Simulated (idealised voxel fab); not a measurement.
The process module that follows is named voxel wiring stack.
In the cross-section labelled cut, the width is 205 nm and each square cell is 5 nm.
If you're reading a cross-section in this doc, picture square cells in a grid; it comes to you as bands, top ones listed first down to the bottom, and a band can be one or more rows of cells. Band: top and bottom heights (nm) first, top before bottom; then materials from left to right, widths in nm. "throughout" marks a sole material filling the band edge to edge. "empty" denotes empty space. All heights in this document are referenced to 0, defined as the level beneath which the wafer, as received, consists entirely of one material. The lowest band is not bounded below; it extends indefinitely downward and is written in the form "0 down". A width such as "30 to 40" changes by the same amount from each row of cells to the next, from the band's top row to its bottom row. Step marked "all unchanged"? Then no cell in the cross-section changed in it. "Unvented internal voids" means: voids of 8 cells or more that are shut off from the top with no open way through. Written width x height at distance, distance from the left edge, in nm. Where a step's line continues beyond its settings, the continuation is a remark by the simulator itself on that step. The optional step-line setting "overlay nm" applies to steps with a mask and quantifies how far to the right of its planned location the mask lay, a negative value indicating leftward placement.

The steps planned for the process are as follows:
1,RECEIVE | material Si
2,CONFORMAL_DEP | material SiO2 | thk nm 15
3,DIRECTIONAL_DEP | material TiN | thk nm 5
4,DIRECTIONAL_DEP | material W | thk nm 20
5,PATTERN | tone cover | mask id METAL_1 | material resist | width nm 30 | pitch nm 45 | thk nm 15 | overlay nm 0
6,DIRECTIONAL_ETCH | etch materials W | depth nm 20
7,DIRECTIONAL_ETCH | etch materials TiN | depth nm 5
8,STRIP | etch materials resist
9,FILL_DEP | material lowk | thk nm 10
10,CMP | height nm 40
11,CONFORMAL_DEP | material SiCN | thk nm 5
12,DIRECTIONAL_DEP | material lowk | thk nm 15
13,DIRECTIONAL_DEP | material aC | thk nm 15
14,PATTERN | tone open | mask id PLUG_1 | material resist | width nm 15 | pitch nm 45 | thk nm 30 | overlay nm 0
15,DIRECTIONAL_ETCH | etch materials aC | depth nm 15
16,STRIP | etch materials resist
17,DIRECTIONAL_ETCH | etch materials lowk | depth nm 15
18,DIRECTIONAL_ETCH | etch materials SiCN | depth nm 5
19,STRIP | etch materials aC
20,EPI | material Ru | thk nm 10
21,EPI | material Ru | thk nm 10
22,DIRECTIONAL_DEP | material TiN | thk nm 5
23,DIRECTIONAL_DEP | material Ru | thk nm 25
24,PATTERN | tone cover | mask id METAL_2 | material resist | width nm 30 | pitch nm 45 | thk nm 15 | overlay nm 0
25,DIRECTIONAL_ETCH | etch materials Ru | depth nm 25
26,DIRECTIONAL_ETCH | etch materials TiN | depth nm 5
27,STRIP | etch materials resist
28,FILL_DEP | material SiO2 | thk nm 10
29,CMP | height nm 90
30,CONFORMAL_DEP | material SiCN | thk nm 5
31,DIRECTIONAL_DEP | material SiO2 | thk nm 15
32,DIRECTIONAL_DEP | material aC | thk nm 15
33,PATTERN | tone open | mask id PLUG_2 | material resist | width nm 15 | pitch nm 90 | thk nm 35 | overlay nm 0
34,DIRECTIONAL_ETCH | etch materials aC | depth nm 15
35,STRIP | etch materials resist
36,DIRECTIONAL_ETCH | etch materials SiO2 | depth nm 15
37,DIRECTIONAL_ETCH | etch materials SiCN | depth nm 5
38,STRIP | etch materials aC
39,CONFORMAL_DEP | material TiN | thk nm 5
40,FILL_DEP | material Ru | thk nm 5
41,CMP | height nm 110
42,DIRECTIONAL_DEP | material TiN | thk nm 5
43,DIRECTIONAL_DEP | material Ru | thk nm 15
44,MASKED_ETCH | tone cover | mask id METAL_3 | width nm 30 | pitch nm 45 | etch materials Ru | depth nm 15 | overlay nm 0
45,MASKED_ETCH | tone cover | mask id METAL_3 | width nm 30 | pitch nm 45 | etch materials TiN | depth nm 5 | overlay nm 0
46,CONFORMAL_DEP | material SiCN | thk nm 5
47,FILL_DEP | material SiO2 | thk nm 5
48,CMP | height nm 130
49,CONFORMAL_DEP | material SiN | thk nm 5

Cross-section of the wafer as it came to us, i.e., already through step 1:
> 0 down: Si throughout
> Unvented internal voids: none

Sectioned view, first of two wafers, at the close of the module, processed as intended in the plan:
> 135 to 130: SiN throughout
> 130 to 115: SiO2 (15); SiCN (5); Ru (30); SiCN (5); SiO2 (5); SiCN (5); Ru (30); SiCN (5); SiO2 (5); SiCN (5); Ru (30); SiCN (5); SiO2 (5); SiCN (5); Ru (30); SiCN (5); SiO2 (15)
> 115 to 110: SiCN (20); TiN (30); SiCN (15); TiN (30); SiCN (15); TiN (30); SiCN (15); TiN (30); SiCN (20)
> 110 to 95: SiO2 (20); TiN (5); Ru (5); TiN (5); SiO2 (75); TiN (5); Ru (5); TiN (5); SiO2 (80)
> 95 to 90: SiCN (20); TiN (15); SiCN (75); TiN (15); SiCN (80)
> 90 to 65: SiO2 (20); Ru (30); SiO2 (15); Ru (30); SiO2 (15); Ru (30); SiO2 (15); Ru (30); SiO2 (20)
> 65 to 60: SiO2 (20); TiN (30); SiO2 (15); TiN (30); SiO2 (15); TiN (30); SiO2 (15); TiN (30); SiO2 (20)
> 60 to 45: lowk (20); Ru (15); lowk (30); Ru (15); lowk (30); Ru (15); lowk (30); Ru (15); lowk (35)
> 45 to 40: SiCN (20); Ru (15); SiCN (30); Ru (15); SiCN (30); Ru (15); SiCN (30); Ru (15); SiCN (35)
> 40 to 20: lowk (20); W (30); lowk (15); W (30); lowk (15); W (30); lowk (15); W (30); lowk (20)
> 20 to 15: lowk (20); TiN (30); lowk (15); TiN (30); lowk (15); TiN (30); lowk (15); TiN (30); lowk (20)
> 15 to 0: SiO2 throughout
> 0 down: Si throughout
> Unvented internal voids: none

Cross-sectional image of the second wafer of the two following completion of the module. Starting state and process plan were the same as for the first wafer; one execution error occurred:
> 135 to 130: SiN throughout
> 130 to 115: SiO2 (15); SiCN (5); Ru (30); SiCN (5); SiO2 (5); SiCN (5); Ru (30); SiCN (5); SiO2 (5); SiCN (5); Ru (30); SiCN (5); SiO2 (5); SiCN (5); Ru (30); SiCN (5); SiO2 (15)
> 115 to 110: SiCN (20); TiN (30); SiCN (15); TiN (30); SiCN (15); TiN (30); SiCN (15); TiN (30); SiCN (20)
> 110 to 95: SiO2 (20); TiN (5); Ru (5); TiN (5); SiO2 (75); TiN (5); Ru (5); TiN (5); SiO2 (80)
> 95 to 90: SiCN (20); TiN (15); SiCN (75); TiN (15); SiCN (80)
> 90 to 85: SiO2 (35); Ru (15); SiO2 (30); Ru (15); SiO2 (30); Ru (15); SiO2 (30); Ru (15); SiO2 (20)
> 85 to 65: SiO2 (20); Ru (30); SiO2 (15); Ru (30); SiO2 (15); Ru (30); SiO2 (15); Ru (30); SiO2 (20)
> 65 to 60: SiO2 (20); Ru (15); TiN (15); SiO2 (15); Ru (15); TiN (15); SiO2 (15); Ru (15); TiN (15); SiO2 (15); Ru (15); TiN (15); SiO2 (20)
> 60 to 55: SiCN (20); TiN (15); SiCN (30); TiN (15); SiCN (30); TiN (15); SiCN (30); TiN (15); SiCN (35)
> 55 to 40: lowk throughout
> 40 to 20: lowk (20); W (30); lowk (15); W (30); lowk (15); W (30); lowk (15); W (30); lowk (20)
> 20 to 15: lowk (20); TiN (30); lowk (15); TiN (30); lowk (15); TiN (30); lowk (15); TiN (30); lowk (20)
> 15 to 0: SiO2 throughout
> 0 down: Si throughout
> Unvented internal voids: none
So what did we get wrong on this run? steps 11 and 12: order swapped relative to plan
Looking at both finished wafers in cells, the second ends up ahead of or behind the first on some materials: Ru: 48 fewer, SiO2: 12 more, lowk: 36 more
